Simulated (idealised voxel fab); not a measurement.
process module | voxel self aligned vias
cross-section cut | 175 nm wide | cells 5 nm
A cross-section is a grid of square cells, given in bands from the top down. A band is one or more rows of cells.
Each band's line starts with the height of the band's top and of its bottom, in nm. Then come its materials from left to right, each with its width in nm. One material with "throughout" fills the band from edge to edge. "air" is empty space.
Height 0 is the level under which the wafer as received is all one material. The lowest band goes on downwards, as in "0 down".
A width such as "30 to 40" changes by the same amount from each row of cells to the next, from the band's top row to its bottom row.
"no change" after a step means that no cell of the cross-section changed.
closed voids: empty space of 8 cells or more with no open way to the top, each as width x height at its distance from the left edge, in nm
after a step's settings: what the simulator itself notes on the step
overlay nm, on a step with a mask: how far to the right of its planned place the mask lay; to the left if negative
plan
1 op RECEIVE | material Si
2 op CONFORMAL_DEP | material SiO2 | thk nm 10
3 op CONFORMAL_DEP | material SiCN | thk nm 5
4 op DIRECTIONAL_DEP | material SiO2 | thk nm 25
5 op MASKED_ETCH | tone open | mask id LINES | width nm 25 | pitch nm 65 | etch materials SiO2 | depth nm 25 | overlay nm 0
6 op CONFORMAL_DEP | material TiN | thk nm 5
7 op FILL_DEP | material Ru | thk nm 5
8 op CMP | height nm 40
9 op SELECTIVE_ETCH | etch materials W Ru TiN | depth nm 5
10 op FILL_DEP | material SiN | thk nm 5
11 op CMP | height nm 40
12 op DIRECTIONAL_DEP | material SiO2 | thk nm 20
13 op DIRECTIONAL_DEP | material aC | thk nm 15
14 op PATTERN | tone open | mask id VIAS | material resist | width nm 35 | thk nm 35 | overlay nm 0
15 op DIRECTIONAL_ETCH | etch materials aC | depth nm 15
16 op STRIP | etch materials resist
17 op DIRECTIONAL_ETCH | etch materials SiO2 | depth nm 20
18 op DIRECTIONAL_ETCH | etch materials SiN | depth nm 5
19 op STRIP | etch materials aC
20 op CONFORMAL_DEP | material TiN | thk nm 5
21 op FILL_DEP | material Cu | thk nm 5
22 op CMP | height nm 60
23 op CONFORMAL_DEP | material SiCN | thk nm 5
as received, after step 1
  0 down: Si throughout
  closed voids: none
first wafer at the end, as planned
  65 to 60: SiCN throughout
  60 to 45: SiO2 35 | TiN 5 | Cu 25 | TiN 5 | SiO2 105
  45 to 40: SiO2 35 | TiN 10 | Cu 15 | TiN 10 | SiO2 105
  40 to 35: SiO2 40 | TiN 25 | SiO2 40 | SiN 25 | SiO2 45
  35 to 20: SiO2 40 | TiN 5 | Ru 15 | TiN 5 | SiO2 40 | TiN 5 | Ru 15 | TiN 5 | SiO2 45
  20 to 15: SiO2 40 | TiN 25 | SiO2 40 | TiN 25 | SiO2 45
  15 to 10: SiCN throughout
  10 to 0: SiO2 throughout
  0 down: Si throughout
  closed voids: none
second wafer at the end: like start, like plan, one mistake
  65 to 60: SiCN throughout
  60 to 40: SiO2 35 | TiN 5 | Cu 25 | TiN 5 | SiO2 105
  40 to 35: SiO2 35 | TiN 35 | SiO2 35 | SiN 25 | SiO2 45
  35 to 20: SiO2 35 | TiN 10 | Ru 15 | TiN 10 | SiO2 35 | TiN 5 | Ru 15 | TiN 5 | SiO2 45
  20 to 15: SiO2 40 | TiN 25 | SiO2 40 | TiN 25 | SiO2 45
  15 to 10: SiCN throughout
  10 to 0: SiO2 throughout
  0 down: Si throughout
  closed voids: none
what went wrong: step 17 was run twice
at the end the second wafer has, in cells: 2 more of Cu | 8 fewer of SiO2 | 6 more of TiN
